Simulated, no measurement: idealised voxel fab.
The following process module bears the name voxel released beams.
The width of the displayed cross-section, cut, is 215 nm; its cells are square, with a size of 5 nm.
In what follows, cross-sections appear as grids of square cells, described through bands that run from the top down, where every band is one or more rows of cells. Heads up on the band format: heights come first, top then bottom, in nm. After that it's the materials left to right, each with its width in nm. A single material flagged "everywhere" fills the whole band edge to edge, and "empty" means there's empty space there. Ref level 0: as-received wafer is one material below here. Bottom band extends down with no lower bound ("0 nm and below"). Read "30..40" as a graded width: first number on top, second number at the bottom, same change between each pair of neighbouring rows. Step note "identical to before" = no cross-section cell changed. The label "Closed void listing" introduces a list of the empty spaces, 8 cells or larger, that have no open way up to the top; each entry in it reads width x height at distance, where the distance is taken from the left edge and all three are stated in nm. What comes after the settings on a step's line is commentary from the simulator itself on that step. Among the settings permitted on a step's line is "overlay nm"; applied to a step with a mask, it specifies the extent to which the mask lay to the right of its planned position, whereas a negative figure signifies a position to the left.
## Process steps - plan
1. op RECEIVE | material Si
2. op CONFORMAL_DEP | material SiN | thk nm 10
3. op DIRECTIONAL_DEP | material SiO2 | thk nm 10
4. op DIRECTIONAL_DEP | material aC | thk nm 10
5. op PATTERN | tone open | mask id ANCHOR | material resist | width nm 40 | thk nm 25 | overlay nm 0
6. op DIRECTIONAL_ETCH | etch materials aC | depth nm 10
7. op STRIP | etch materials resist
8. op DIRECTIONAL_ETCH | etch materials SiO2 | depth nm 10
9. op STRIP | etch materials aC
10. op CONFORMAL_DEP | material polySi | thk nm 15
11. op MASKED_ETCH | tone cover | mask id BEAM | width nm 90 | etch materials polySi | depth nm 15 | overlay nm 0
12. op STRIP | etch materials SiO2
Variable across wafers: step 11 width nm (plan value is that of the first wafer; starting state common to all).
## Sectional view: first of several wafers, as received, after step 1
    0 nm and below: Si everywhere
    Closed void listing: none
## End of module: cross-section of the first of several wafers after step 12, the last step
    35 nm to 25 nm: empty: 60; polySi: 15; empty: 10; polySi: 65; empty: 65
    25 nm to 20 nm: empty: 60; polySi: 90; empty: 65
    20 nm to 10 nm: empty: 60; polySi: 40; empty: 115
    10 nm to 0 nm: SiN everywhere
    0 nm and below: Si everywhere
    Closed void listing: none
## Cross-section, last wafer, module completion
    35 nm to 25 nm: empty: 50; polySi: 25; empty: 10; polySi: 80; empty: 50
    25 nm to 20 nm: empty: 50; polySi: 115; empty: 50
    20 nm to 10 nm: empty: 60; polySi: 40; empty: 115
    10 nm to 0 nm: SiN everywhere
    0 nm and below: Si everywhere
    Closed void listing: none
## Per wafer (row), end of module: delta in cells per material since receipt, (+) for gained, (-) for lost; closed voids after that
width nm 90 | +86 SiN | +66 polySi | Closed void listing: none
width nm 95 | +86 SiN | +69 polySi | Closed void listing: none
width nm 100 | +86 SiN | +72 polySi | Closed void listing: none
width nm 105 | +86 SiN | +75 polySi | Closed void listing: none
width nm 110 | +86 SiN | +78 polySi | Closed void listing: none
width nm 115 | +86 SiN | +81 polySi | Closed void listing: none
